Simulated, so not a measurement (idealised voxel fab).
A process module follows: voxel self aligned contacts.
The width of the displayed cross-section, cut, is 200 nm; its cells are square, with a size of 5 nm.
When this document writes out a cross-section, it uses a grid of square cells and lists it as bands, beginning at the top and moving down, with a band standing for one or more rows of cells.
Band: top height; bottom height; in nm. Then, left to right: material with width in nm, for each material. "throughout": a single material spanning edge to edge. "blank": empty space.
Convention: height 0 is the level below which the wafer, as received, is all one material. The lowest band does not terminate at the bottom but continues downward, represented as "z 0 and below".
Width spec "30->40" -> top row of cells at first value, bottom row at second value, equal per-row change in between.
"everything unchanged" after a step means that no cell of the cross-section changed.
Heads up: "Enclosed void catalog" only lists the empty pockets with no open path to the top that are 8 cells or more, and it writes them as width x height at distance, distance from the left edge, in nm.
What comes after the settings on a step's line is commentary from the simulator itself on that step.
"overlay nm" denotes, for a step that has a mask, the displacement of the mask to the right of its planned place, with negative values corresponding to the left.
[The process steps that were planned are listed below]
1. RECEIVE (material Si)
2. OXIDIZE (depth nm 5)
3. DIRECTIONAL_DEP (material polySi; thk nm 25)
4. DIRECTIONAL_DEP (material SiN; thk nm 20)
5. MASKED_ETCH (tone cover; mask id GATE; width nm 25; pitch nm 70; etch materials SiN; depth nm 20; overlay nm 0)
6. MASKED_ETCH (tone cover; mask id GATE; width nm 25; pitch nm 70; etch materials polySi; depth nm 25; overlay nm 0)
7. CONFORMAL_DEP (material SiN; thk nm 10)
8. DIRECTIONAL_ETCH (etch materials SiN; depth nm 10)
9. FILL_DEP (material SiO2; thk nm 15)
10. CMP (height nm 55)
11. DIRECTIONAL_DEP (material aC; thk nm 10)
12. PATTERN (tone open; mask id CONTACT; material resist; width nm 55; pitch nm 70; thk nm 25; overlay nm 0)
13. DIRECTIONAL_ETCH (etch materials aC; depth nm 10)
14. STRIP (etch materials resist)
15. DIRECTIONAL_ETCH (etch materials SiO2; depth nm 60)
16. STRIP (etch materials aC)
17. CONFORMAL_DEP (material TiN; thk nm 5)
18. FILL_DEP (material W; thk nm 5)
19. CMP (height nm 55)
20. CONFORMAL_DEP (material SiCN; thk nm 5)
[What follows covers the first of two wafers; it ran as planned]
[Cross-section of the wafer as it came to us, i.e., already through step 1]
> z 0 and below: Si throughout
> Enclosed void catalog: none
[Sectional view: wafer, after step 2]
> z 0 to -5: SiO2 throughout
> Below a height of -5, the structure has not been altered.
[Sectional view: wafer, after step 3]
> z 25 to 0: polySi throughout
> Below a height of 0, the structure has not been altered.
[Sectional view: wafer, after step 4]
> z 45 to 25: SiN throughout
> Below a height of 25, the structure has not been altered.
[Sectional view: wafer, after step 5]
> z 45 to 25: blank: 15 / SiN: 25 / blank: 45 / SiN: 25 / blank: 45 / SiN: 25 / blank: 20
> Below a height of 25, the structure has not been altered.
[Sectional view: wafer, after step 6]
> z 45 to 25: blank: 15 / SiN: 25 / blank: 45 / SiN: 25 / blank: 45 / SiN: 25 / blank: 20
> z 25 to 0: blank: 15 / polySi: 25 / blank: 45 / polySi: 25 / blank: 45 / polySi: 25 / blank: 20
> Below a height of 0, the structure has not been altered.
[Sectional view: wafer, after step 7]
> z 55 to 25: blank: 5 / SiN: 45 / blank: 25 / SiN: 45 / blank: 25 / SiN: 45 / blank: 10
> z 25 to 10: blank: 5 / SiN: 10 / polySi: 25 / SiN: 10 / blank: 25 / SiN: 10 / polySi: 25 / SiN: 10 / blank: 25 / SiN: 10 / polySi: 25 / SiN: 10 / blank: 10
> z 10 to 0: SiN: 15 / polySi: 25 / SiN: 45 / polySi: 25 / SiN: 45 / polySi: 25 / SiN: 20
> Below a height of 0, the structure has not been altered.
[Sectional view: wafer, after step 8]
> z 45 to 25: blank: 5 / SiN: 45 / blank: 25 / SiN: 45 / blank: 25 / SiN: 45 / blank: 10
> z 25 to 0: blank: 5 / SiN: 10 / polySi: 25 / SiN: 10 / blank: 25 / SiN: 10 / polySi: 25 / SiN: 10 / blank: 25 / SiN: 10 / polySi: 25 / SiN: 10 / blank: 10
> Below a height of 0, the structure has not been altered.
[Sectional view: wafer, after step 9]
> z 60 to 45: SiO2 throughout
> z 45 to 25: SiO2: 5 / SiN: 45 / SiO2: 25 / SiN: 45 / SiO2: 25 / SiN: 45 / SiO2: 10
> z 25 to 0: SiO2: 5 / SiN: 10 / polySi: 25 / SiN: 10 / SiO2: 25 / SiN: 10 / polySi: 25 / SiN: 10 / SiO2: 25 / SiN: 10 / polySi: 25 / SiN: 10 / SiO2: 10
> Below a height of 0, the structure has not been altered.
[Sectional view: wafer, after step 10]
> z 55 to 45: SiO2 throughout
> Below a height of 45, the structure has not been altered.
[Sectional view: wafer, after step 11]
> z 65 to 55: aC throughout
> Below a height of 55, the structure has not been altered.
[Sectional view: wafer, after step 12]
> z 90 to 65: resist: 35 / blank: 55 / resist: 15 / blank: 55 / resist: 40
> Below a height of 65, the structure has not been altered.
[Sectional view: wafer, after step 13]
> z 80 to 65: resist: 35 / blank: 55 / resist: 15 / blank: 55 / resist: 40
> z 65 to 55: aC: 35 / blank: 55 / aC: 15 / blank: 55 / aC: 40
> Below a height of 55, the structure has not been altered.
[Sectional view: wafer, after step 14]
> z 65 to 55: aC: 35 / blank: 55 / aC: 15 / blank: 55 / aC: 40
> Below a height of 55, the structure has not been altered.
[Sectional view: wafer, after step 15]
> z 65 to 55: aC: 35 / blank: 55 / aC: 15 / blank: 55 / aC: 40
> z 55 to 45: SiO2: 35 / blank: 55 / SiO2: 15 / blank: 55 / SiO2: 40
> z 45 to 25: SiO2: 5 / SiN: 45 / blank: 25 / SiN: 45 / blank: 25 / SiN: 45 / SiO2: 10
> z 25 to 0: SiO2: 5 / SiN: 10 / polySi: 25 / SiN: 10 / blank: 25 / SiN: 10 / polySi: 25 / SiN: 10 / blank: 25 / SiN: 10 / polySi: 25 / SiN: 10 / SiO2: 10
> z 0 to -5: SiO2: 50 / blank: 25 / SiO2: 45 / blank: 25 / SiO2: 55
> Below a height of -5, the structure has not been altered.
[Sectional view: wafer, after step 16]
> z 55 to 45: SiO2: 35 / blank: 55 / SiO2: 15 / blank: 55 / SiO2: 40
> Below a height of 45, the structure has not been altered.
[Sectional view: wafer, after step 17]
> z 60 to 55: TiN: 40 / blank: 45 / TiN: 25 / blank: 45 / TiN: 45
> z 55 to 45: SiO2: 35 / TiN: 5->20 / blank: 45->15 / TiN: 5->20 / SiO2: 15 / TiN: 5->20 / blank: 45->15 / TiN: 5->20 / SiO2: 40
> z 45 to 25: SiO2: 5 / SiN: 45 / TiN: 5 / blank: 15 / TiN: 5 / SiN: 45 / TiN: 5 / blank: 15 / TiN: 5 / SiN: 45 / SiO2: 10
> z 25 to 0: SiO2: 5 / SiN: 10 / polySi: 25 / SiN: 10 / TiN: 5 / blank: 15 / TiN: 5 / SiN: 10 / polySi: 25 / SiN: 10 / TiN: 5 / blank: 15 / TiN: 5 / SiN: 10 / polySi: 25 / SiN: 10 / SiO2: 10
> z 0 to -5: SiO2: 50 / TiN: 25 / SiO2: 45 / TiN: 25 / SiO2: 55
> Below a height of -5, the structure has not been altered.
[Sectional view: wafer, after step 18]
> z 65 to 60: W throughout
> z 60 to 55: TiN: 40 / W: 45 / TiN: 25 / W: 45 / TiN: 45
> z 55 to 45: SiO2: 35 / TiN: 5->20 / W: 45->15 / TiN: 5->20 / SiO2: 15 / TiN: 5->20 / W: 45->15 / TiN: 5->20 / SiO2: 40
> z 45 to 25: SiO2: 5 / SiN: 45 / TiN: 5 / W: 15 / TiN: 5 / SiN: 45 / TiN: 5 / W: 15 / TiN: 5 / SiN: 45 / SiO2: 10
> z 25 to 0: SiO2: 5 / SiN: 10 / polySi: 25 / SiN: 10 / TiN: 5 / W: 15 / TiN: 5 / SiN: 10 / polySi: 25 / SiN: 10 / TiN: 5 / W: 15 / TiN: 5 / SiN: 10 / polySi: 25 / SiN: 10 / SiO2: 10
> Below a height of 0, the structure has not been altered.
[Sectional view: wafer, after step 19]
> z 55 to 45: SiO2: 35 / TiN: 5->20 / W: 45->15 / TiN: 5->20 / SiO2: 15 / TiN: 5->20 / W: 45->15 / TiN: 5->20 / SiO2: 40
> Below a height of 45, the structure has not been altered.
[Sectional view: wafer, after step 20]
> z 60 to 55: SiCN throughout
> Below a height of 55, the structure has not been altered.
[Wafer two. Identical start, identical plan. One mistake in execution. Identical history through step 11]
[Cross-section: second wafer, time at which step 12 was scheduled to end]
> z 90 to 65: resist: 45 / blank: 55 / resist: 15 / blank: 55 / resist: 30
> Below a height of 65, the structure has not been altered.
[Cross-section: second wafer, time at which step 13 was scheduled to end]
> z 80 to 65: resist: 45 / blank: 55 / resist: 15 / blank: 55 / resist: 30
> z 65 to 55: aC: 45 / blank: 55 / aC: 15 / blank: 55 / aC: 30
> Below a height of 55, the structure has not been altered.
[Cross-section: second wafer, time at which step 14 was scheduled to end]
> z 65 to 55: aC: 45 / blank: 55 / aC: 15 / blank: 55 / aC: 30
> Below a height of 55, the structure has not been altered.
[Cross-section: second wafer, time at which step 15 was scheduled to end]
> z 65 to 55: aC: 45 / blank: 55 / aC: 15 / blank: 55 / aC: 30
> z 55 to 45: SiO2: 45 / blank: 55 / SiO2: 15 / blank: 55 / SiO2: 30
> z 45 to 25: SiO2: 5 / SiN: 45 / blank: 25 / SiN: 45 / blank: 25 / SiN: 45 / SiO2: 10
> z 25 to 0: SiO2: 5 / SiN: 10 / polySi: 25 / SiN: 10 / blank: 25 / SiN: 10 / polySi: 25 / SiN: 10 / blank: 25 / SiN: 10 / polySi: 25 / SiN: 10 / SiO2: 10
> z 0 to -5: SiO2: 50 / blank: 25 / SiO2: 45 / blank: 25 / SiO2: 55
> Below a height of -5, the structure has not been altered.
[Cross-section: second wafer, time at which step 16 was scheduled to end]
> z 55 to 45: SiO2: 45 / blank: 55 / SiO2: 15 / blank: 55 / SiO2: 30
> Below a height of 45, the structure has not been altered.
[Cross-section: second wafer, time at which step 17 was scheduled to end]
> z 60 to 55: TiN: 50 / blank: 45 / TiN: 25 / blank: 45 / TiN: 35
> z 55 to 45: SiO2: 45 / TiN: 5->10 / blank: 45->15 / TiN: 5->30 / SiO2: 15 / TiN: 5->10 / blank: 45->15 / TiN: 5->30 / SiO2: 30
> z 45 to 25: SiO2: 5 / SiN: 45 / TiN: 5 / blank: 15 / TiN: 5 / SiN: 45 / TiN: 5 / blank: 15 / TiN: 5 / SiN: 45 / SiO2: 10
> z 25 to 0: SiO2: 5 / SiN: 10 / polySi: 25 / SiN: 10 / TiN: 5 / blank: 15 / TiN: 5 / SiN: 10 / polySi: 25 / SiN: 10 / TiN: 5 / blank: 15 / TiN: 5 / SiN: 10 / polySi: 25 / SiN: 10 / SiO2: 10
> z 0 to -5: SiO2: 50 / TiN: 25 / SiO2: 45 / TiN: 25 / SiO2: 55
> Below a height of -5, the structure has not been altered.
[Cross-section: second wafer, time at which step 18 was scheduled to end]
> z 65 to 60: W throughout
> z 60 to 55: TiN: 50 / W: 45 / TiN: 25 / W: 45 / TiN: 35
> z 55 to 45: SiO2: 45 / TiN: 5->10 / W: 45->15 / TiN: 5->30 / SiO2: 15 / TiN: 5->10 / W: 45->15 / TiN: 5->30 / SiO2: 30
> z 45 to 25: SiO2: 5 / SiN: 45 / TiN: 5 / W: 15 / TiN: 5 / SiN: 45 / TiN: 5 / W: 15 / TiN: 5 / SiN: 45 / SiO2: 10
> z 25 to 0: SiO2: 5 / SiN: 10 / polySi: 25 / SiN: 10 / TiN: 5 / W: 15 / TiN: 5 / SiN: 10 / polySi: 25 / SiN: 10 / TiN: 5 / W: 15 / TiN: 5 / SiN: 10 / polySi: 25 / SiN: 10 / SiO2: 10
> Below a height of 0, the structure has not been altered.
[Cross-section: second wafer, time at which step 19 was scheduled to end]
> z 55 to 45: SiO2: 45 / TiN: 5->10 / W: 45->15 / TiN: 5->30 / SiO2: 15 / TiN: 5->10 / W: 45->15 / TiN: 5->30 / SiO2: 30
> Below a height of 45, the structure has not been altered.
[Cross-section: second wafer, time at which step 20 was scheduled to end]
> z 60 to 55: SiCN throughout
> Below a height of 55, the structure has not been altered.
Short version of what went wrong: planned and actual differ for step 12; actual: PATTERN (tone open; mask id CONTACT; material resist; width nm 55; pitch nm 70; thk nm 25; overlay nm 10)
Tallied in cells, the final second wafer holds each material in the same quantity as the first, although not at the same places.
